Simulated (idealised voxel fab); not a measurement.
Process module under the name voxel released beams
This is section cut - it's 215 nm across, gridded in 5 nm square cells.
A cross-section is written here as square cells arranged in a grid, and it is given in bands from the top down, each band taking up one or more rows of cells.
Read a band's entry like this: the first values are the height of its top and the height of its bottom in nm, and what follows is the sequence of materials from left to right, each with its width in nm. Note that "empty" is empty space, and that a single material marked "full width" reaches across the band from edge to edge.
Beneath 0, the wafer as received is one material, and that level is where height counting begins. The lowest band goes on downward without a bottom; it is written like "0 nm and below".
Width: "30->40" (first number = top row, second number = bottom row, same change from row to row of cells).
You'll sometimes find "no change occurred" written for a step, and that's the way of saying that nowhere in the cross-section did a cell change during that step.
"Enclosed void catalog" means: voids of 8 cells or more that are shut off from the top with no open way through. Written width x height at distance, distance from the left edge, in nm.
It should be noted that, on the line of a given step, the content following the step's settings is a remark produced by the simulator itself with respect to that step.
The setting "overlay nm" may be written on the line of a step. When the step uses a mask, the value reports how far to the right of the planned place the mask lay, and a negative value reports that it lay to the left.

[Process steps - plan]
1,RECEIVE with material Si
2,CONFORMAL_DEP with material SiN, thk nm 5
3,DIRECTIONAL_DEP with material SiO2, thk nm 15
4,DIRECTIONAL_DEP with material aC, thk nm 15
5,PATTERN with tone open, mask id ANCHOR, material resist, width nm 30, thk nm 35, overlay nm 0
6,DIRECTIONAL_ETCH with etch materials aC, depth nm 15
7,STRIP with etch materials resist
8,DIRECTIONAL_ETCH with etch materials SiO2, depth nm 15
9,STRIP with etch materials aC
10,CONFORMAL_DEP with material TiN, thk nm 10
11,DIRECTIONAL_DEP with material aC, thk nm 10
12,PATTERN with tone cover, mask id BEAM, material resist, width nm 105, thk nm 30, overlay nm 0
13,DIRECTIONAL_ETCH with etch materials aC, depth nm 10
14,STRIP with etch materials resist
15,DIRECTIONAL_ETCH with etch materials TiN, depth nm 10
16,STRIP with etch materials aC
17,STRIP with etch materials SiO2

[The cross-section here shows the wafer as received, i.e. in its state after step 1]
    0 nm and below | Si full width
    Enclosed void catalog: none

[End state of the module in cross-section, given the above starting point and plan and one mistake in execution]
    25 nm to 15 nm | empty: 50  TiN: 15  empty: 10  TiN: 80  empty: 60
    15 nm to 10 nm | empty: 55  TiN: 10  empty: 10  TiN: 10  empty: 130
    10 nm to 0 nm | empty: 55  TiN: 30  empty: 130
    0 nm and below | Si full width
    Enclosed void catalog: none
Run error: the run left out plan step 2 entirely, so it was never executed
